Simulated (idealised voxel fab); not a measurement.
A process module follows: voxel transistor to metal.
Pictured: cross-section cut, 270 nm wide, on a grid of 5 nm square cells.
Cross-section = grid of square cells, listed top down in bands; band = one or more rows. What a band's entry tells you: where the top is and where the bottom is, as heights in nm, and after that what lies inside, material by material from left to right, each with its width in nm. Empty space is written as the word "empty", and a single material marked with the word "full width" occupies the band from edge to edge. Counting heights begins at 0, where everything beneath is, in the wafer as received, one material. The lowest band has no bottom; it goes on downwards, as "z 0 and below" shows. Width: "30 to 40" (first number = top row, second number = bottom row, same change from row to row of cells). Step marked "no modification"? Then no cell in the cross-section changed in it. "Enclosed void entries" specifies each empty space that is not open to the top and that occupies no fewer than 8 cells, using the form width x height at distance, the distance measured from the left edge and all three quantities in nm. What comes after the settings on a step's line is commentary from the simulator itself on that step. overlay nm: for a step with a mask, the amount by which the mask lay right of where it was planned; a negative amount means left of it.

Set out below are the planned steps of the process:
1) RECEIVE,material Si
2) CONFORMAL_DEP,material SiO2,thk nm 5
3) CONFORMAL_DEP,material SiN,thk nm 15
4) DIRECTIONAL_DEP,material aC,thk nm 10
5) PATTERN,tone cover,mask id ACTIVE,material resist,width nm 105,pitch nm 125,thk nm 30,overlay nm 0
6) DIRECTIONAL_ETCH,etch materials aC,depth nm 10
7) STRIP,etch materials resist
8) DIRECTIONAL_ETCH,etch materials SiN,depth nm 15
9) DIRECTIONAL_ETCH,etch materials SiO2,depth nm 5
10) DIRECTIONAL_ETCH,etch materials Si,depth nm 20
11) STRIP,etch materials aC
12) FILL_DEP,material SiO2,thk nm 10
13) CMP,height nm 20
14) SELECTIVE_ETCH,etch materials SiO2,depth nm 5
15) STRIP,etch materials SiN
16) SELECTIVE_ETCH,etch materials SiO2,depth nm 5
17) OXIDIZE,depth nm 5
18) DIRECTIONAL_DEP,material polySi,thk nm 25
19) DIRECTIONAL_DEP,material SiCN,thk nm 15
20) MASKED_ETCH,tone cover,mask id GATE,width nm 25,pitch nm 125,etch materials SiCN,depth nm 25,overlay nm 0
21) MASKED_ETCH,tone cover,mask id GATE,width nm 25,pitch nm 125,etch materials polySi,depth nm 35,overlay nm 0
22) CONFORMAL_DEP,material SiN,thk nm 5
23) DIRECTIONAL_ETCH,etch materials SiN,depth nm 5
24) DIRECTIONAL_ETCH,etch materials SiO2,depth nm 5
25) DIRECTIONAL_ETCH,etch materials Si,depth nm 10
26) EPI,material nSi,thk nm 10
27) FILL_DEP,material SiO2,thk nm 5
28) CMP,height nm 25
29) STRIP,etch materials polySi
30) SELECTIVE_ETCH,etch materials SiO2,depth nm 5
31) CONFORMAL_DEP,material HfO2,thk nm 5
32) CONFORMAL_DEP,material TiN,thk nm 5
33) FILL_DEP,material W,thk nm 5
34) CMP,height nm 20
35) DIRECTIONAL_DEP,material SiO2,thk nm 10
36) PATTERN,tone open,mask id CONTACT,material resist,width nm 15,thk nm 20,overlay nm 0
37) DIRECTIONAL_ETCH,etch materials SiO2,depth nm 35
38) STRIP,etch materials resist
39) CONFORMAL_DEP,material TiN,thk nm 5
40) FILL_DEP,material Ru,thk nm 10
41) CMP,height nm 30
42) DIRECTIONAL_DEP,material TiN,thk nm 5
43) DIRECTIONAL_DEP,material Ru,thk nm 15
44) MASKED_ETCH,tone cover,mask id METAL_1,width nm 15,etch materials Ru,depth nm 15,overlay nm 0
45) MASKED_ETCH,tone cover,mask id METAL_1,width nm 15,etch materials TiN,depth nm 5,overlay nm 0
46) CONFORMAL_DEP,material SiCN,thk nm 5
47) FILL_DEP,material lowk,thk nm 5
48) CMP,height nm 50
49) CONFORMAL_DEP,material SiCN,thk nm 5

As received (post step 1): cross-section:
z 0 and below  Si full width
Enclosed void entries: none

As-planned run: cross-section of the first of two wafers at end of module:
z 55 to 50  SiCN full width
z 50 to 35  25 nm lowk, 5 nm SiCN, 15 nm Ru, 5 nm SiCN, 45 nm lowk, 5 nm SiCN, 15 nm Ru, 5 nm SiCN, 30 nm lowk, 5 nm SiCN, 15 nm Ru, 5 nm SiCN, 45 nm lowk, 5 nm SiCN, 15 nm Ru, 5 nm SiCN, 25 nm lowk
z 35 to 30  30 nm SiCN, 15 nm TiN, 55 nm SiCN, 15 nm TiN, 40 nm SiCN, 15 nm TiN, 55 nm SiCN, 15 nm TiN, 30 nm SiCN
z 30 to 20  30 nm SiO2, 5 nm TiN, 5 nm Ru, 5 nm TiN, 55 nm SiO2, 5 nm TiN, 5 nm Ru, 5 nm TiN, 40 nm SiO2, 5 nm TiN, 5 nm Ru, 5 nm TiN, 55 nm SiO2, 5 nm TiN, 5 nm Ru, 5 nm TiN, 30 nm SiO2
z 20 to 10  30 nm SiO2, 5 nm TiN, 5 nm Ru, 5 nm TiN, 10 nm SiO2, 5 nm SiN, 5 nm HfO2, 5 nm TiN, 5 nm W, 5 nm TiN, 5 nm HfO2, 5 nm SiN, 10 nm SiO2, 5 nm TiN, 5 nm Ru, 5 nm TiN, 40 nm SiO2, 5 nm TiN, 5 nm Ru, 5 nm TiN, 10 nm SiO2, 5 nm SiN, 5 nm HfO2, 5 nm TiN, 5 nm W, 5 nm TiN, 5 nm HfO2, 5 nm SiN, 10 nm SiO2, 5 nm TiN, 5 nm Ru, 5 nm TiN, 30 nm SiO2
z 10 to 5  15 nm SiO2, 5 nm SiN, 10 nm SiO2, 5 nm TiN, 5 nm Ru, 5 nm TiN, 10 nm SiO2, 5 nm SiN, 5 nm HfO2, 5 nm TiN, 5 nm W, 5 nm TiN, 5 nm HfO2, 5 nm SiN, 10 nm SiO2, 5 nm TiN, 5 nm Ru, 5 nm TiN, 10 nm SiO2, 5 nm SiN, 10 nm SiO2, 5 nm SiN, 10 nm SiO2, 5 nm TiN, 5 nm Ru, 5 nm TiN, 10 nm SiO2, 5 nm SiN, 5 nm HfO2, 5 nm TiN, 5 nm W, 5 nm TiN, 5 nm HfO2, 5 nm SiN, 10 nm SiO2, 5 nm TiN, 5 nm Ru, 5 nm TiN, 10 nm SiO2, 5 nm SiN, 15 nm SiO2
z 5 to 0  15 nm SiO2, 5 nm SiN, 10 nm SiO2, 5 nm TiN, 5 nm Ru, 5 nm TiN, 10 nm nSi, 5 nm SiN, 5 nm HfO2, 15 nm TiN, 5 nm HfO2, 5 nm SiN, 10 nm nSi, 5 nm TiN, 5 nm Ru, 5 nm TiN, 10 nm SiO2, 5 nm SiN, 10 nm SiO2, 5 nm SiN, 10 nm SiO2, 5 nm TiN, 5 nm Ru, 5 nm TiN, 10 nm nSi, 5 nm SiN, 5 nm HfO2, 15 nm TiN, 5 nm HfO2, 5 nm SiN, 10 nm nSi, 5 nm TiN, 5 nm Ru, 5 nm TiN, 10 nm SiO2, 5 nm SiN, 15 nm SiO2
z 0 to -5  30 nm SiO2, 15 nm TiN, 10 nm nSi, 35 nm HfO2, 10 nm nSi, 15 nm TiN, 40 nm SiO2, 15 nm TiN, 10 nm nSi, 35 nm HfO2, 10 nm nSi, 15 nm TiN, 30 nm SiO2
z -5 to -15  20 nm SiO2, 35 nm nSi, 35 nm Si, 35 nm nSi, 20 nm SiO2, 35 nm nSi, 35 nm Si, 35 nm nSi, 20 nm SiO2
z -15 to -20  20 nm SiO2, 105 nm Si, 20 nm SiO2, 105 nm Si, 20 nm SiO2
z -20 and below  Si full width
Enclosed void entries: none

What the second wafer looks like in cross-section once the module is done. Its start and its plan matched the first wafer's exactly; what differed was one mistake in how it was run:
z 55 to 50  SiCN full width
z 50 to 35  25 nm lowk, 5 nm SiCN, 15 nm Ru, 5 nm SiCN, 45 nm lowk, 5 nm SiCN, 15 nm Ru, 5 nm SiCN, 30 nm lowk, 5 nm SiCN, 15 nm Ru, 5 nm SiCN, 45 nm lowk, 5 nm SiCN, 15 nm Ru, 5 nm SiCN, 25 nm lowk
z 35 to 30  30 nm SiCN, 15 nm TiN, 55 nm SiCN, 15 nm TiN, 40 nm SiCN, 15 nm TiN, 55 nm SiCN, 15 nm TiN, 30 nm SiCN
z 30 to 20  30 nm SiO2, 5 nm TiN, 5 nm Ru, 5 nm TiN, 55 nm SiO2, 5 nm TiN, 5 nm Ru, 5 nm TiN, 40 nm SiO2, 5 nm TiN, 5 nm Ru, 5 nm TiN, 55 nm SiO2, 5 nm TiN, 5 nm Ru, 5 nm TiN, 30 nm SiO2
z 20 to 10  30 nm SiO2, 5 nm TiN, 5 nm Ru, 5 nm TiN, 10 nm SiO2, 5 nm SiN, 5 nm TiN, 15 nm W, 5 nm TiN, 5 nm SiN, 10 nm SiO2, 5 nm TiN, 5 nm Ru, 5 nm TiN, 40 nm SiO2, 5 nm TiN, 5 nm Ru, 5 nm TiN, 10 nm SiO2, 5 nm SiN, 5 nm TiN, 15 nm W, 5 nm TiN, 5 nm SiN, 10 nm SiO2, 5 nm TiN, 5 nm Ru, 5 nm TiN, 30 nm SiO2
z 10 to 5  15 nm SiO2, 5 nm SiN, 10 nm SiO2, 5 nm TiN, 5 nm Ru, 5 nm TiN, 10 nm SiO2, 5 nm SiN, 5 nm TiN, 15 nm W, 5 nm TiN, 5 nm SiN, 10 nm SiO2, 5 nm TiN, 5 nm Ru, 5 nm TiN, 10 nm SiO2, 5 nm SiN, 10 nm SiO2, 5 nm SiN, 10 nm SiO2, 5 nm TiN, 5 nm Ru, 5 nm TiN, 10 nm SiO2, 5 nm SiN, 5 nm TiN, 15 nm W, 5 nm TiN, 5 nm SiN, 10 nm SiO2, 5 nm TiN, 5 nm Ru, 5 nm TiN, 10 nm SiO2, 5 nm SiN, 15 nm SiO2
z 5 to 0  15 nm SiO2, 5 nm SiN, 10 nm SiO2, 5 nm TiN, 5 nm Ru, 5 nm TiN, 10 nm nSi, 5 nm SiN, 5 nm TiN, 15 nm W, 5 nm TiN, 5 nm SiN, 10 nm nSi, 5 nm TiN, 5 nm Ru, 5 nm TiN, 10 nm SiO2, 5 nm SiN, 10 nm SiO2, 5 nm SiN, 10 nm SiO2, 5 nm TiN, 5 nm Ru, 5 nm TiN, 10 nm nSi, 5 nm SiN, 5 nm TiN, 15 nm W, 5 nm TiN, 5 nm SiN, 10 nm nSi, 5 nm TiN, 5 nm Ru, 5 nm TiN, 10 nm SiO2, 5 nm SiN, 15 nm SiO2
z 0 to -5  30 nm SiO2, 15 nm TiN, 10 nm nSi, 35 nm TiN, 10 nm nSi, 15 nm TiN, 40 nm SiO2, 15 nm TiN, 10 nm nSi, 35 nm TiN, 10 nm nSi, 15 nm TiN, 30 nm SiO2
z -5 to -15  20 nm SiO2, 35 nm nSi, 35 nm Si, 35 nm nSi, 20 nm SiO2, 35 nm nSi, 35 nm Si, 35 nm nSi, 20 nm SiO2
z -15 to -20  20 nm SiO2, 105 nm Si, 20 nm SiO2, 105 nm Si, 20 nm SiO2
z -20 and below  Si full width
Enclosed void entries: none
Short version of what went wrong: plan step 31 never ran because it was skipped
At the finish, the second wafer shows more or fewer cells for some materials than the first does: 30 fewer of HfO2, 12 more of TiN, 18 more of W
